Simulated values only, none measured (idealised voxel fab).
The following process module bears the name voxel self aligned vias.
It is cross-section cut that appears here, measuring 210 nm in width, its square cells being 5 nm in size.
Square cells in a grid make up a cross-section in this document, and the grid is given as bands, listed from the top down, each one or more rows of cells. Quick guide to a band line: top height, bottom height (nm) up front; then every material left to right with its width in nm. Only one material and it's marked "throughout"? Then it fills the band edge to edge. And "blank" just means empty space. Counting heights begins at 0, where everything beneath is, in the wafer as received, one material. The lowest band has no bottom; it goes on downwards, as "0 nm and below" shows. It should be noted that a width expressed as "30->40" varies in equal increments from row to row of cells within the band, taking the value of the first number at the top row and that of the second number at the bottom row. "no modifications" for a step: no cell of the cross-section changed in that step. The list in "Trapped voids" covers empty spaces of 8 cells or more that cannot reach the top through any open way, and it gives each as width x height at distance; the distance is from the left edge, and width, height and distance are in nm. If you see something after the settings on a step's line, that's the simulator's own remark about that step. The setting "overlay nm" may be written on the line of a step. When the step uses a mask, the value reports how far to the right of the planned place the mask lay, and a negative value reports that it lay to the left.
Here's what the planned process steps look like:
1) RECEIVE: material Si
2) CONFORMAL_DEP: material SiO2, thk nm 15
3) CONFORMAL_DEP: material SiCN, thk nm 5
4) DIRECTIONAL_DEP: material lowk, thk nm 25
5) DIRECTIONAL_DEP: material aC, thk nm 15
6) PATTERN: tone open, mask id LINES, material resist, width nm 20, pitch nm 50, thk nm 35, overlay nm 0
7) DIRECTIONAL_ETCH: etch materials aC, depth nm 15
8) STRIP: etch materials resist
9) DIRECTIONAL_ETCH: etch materials lowk, depth nm 25
10) STRIP: etch materials aC
11) CONFORMAL_DEP: material TiN, thk nm 5
12) FILL_DEP: material W, thk nm 5
13) CMP: height nm 45
14) SELECTIVE_ETCH: etch materials W Ru TiN, depth nm 5
15) FILL_DEP: material SiN, thk nm 10
16) CMP: height nm 45
17) DIRECTIONAL_DEP: material lowk, thk nm 20
18) PATTERN: tone open, mask id VIAS, material resist, width nm 30, thk nm 15, overlay nm 0
19) DIRECTIONAL_ETCH: etch materials lowk, depth nm 20
20) DIRECTIONAL_ETCH: etch materials SiN, depth nm 5
21) STRIP: etch materials resist
22) CONFORMAL_DEP: material TiN, thk nm 5
23) FILL_DEP: material Ru, thk nm 10
24) CMP: height nm 65
25) CONFORMAL_DEP: material SiCN, thk nm 5
Cross-sectional view of the wafer in its as-received condition, corresponding to the state after step 1:
  0 nm and below  Si throughout
  Trapped voids: none
Module complete, cross-section. Starting point and plan per above. One mistake made in running the module:
  70 nm to 65 nm  SiCN throughout
  65 nm to 45 nm  lowk (65); TiN (5); Ru (20); TiN (5); lowk (115)
  45 nm to 40 nm  SiN (65); TiN (30); SiN (115)
  40 nm to 20 nm  lowk (70); TiN (5); W (10); TiN (5); lowk (30); TiN (5); W (10); TiN (5); lowk (70)
  20 nm to 15 nm  lowk (70); TiN (20); lowk (30); TiN (20); lowk (70)
  15 nm to 0 nm  SiO2 throughout
  0 nm and below  Si throughout
  Trapped voids: none
What went wrong in running the wafer? step 3 of the plan did not run at all; it was left out
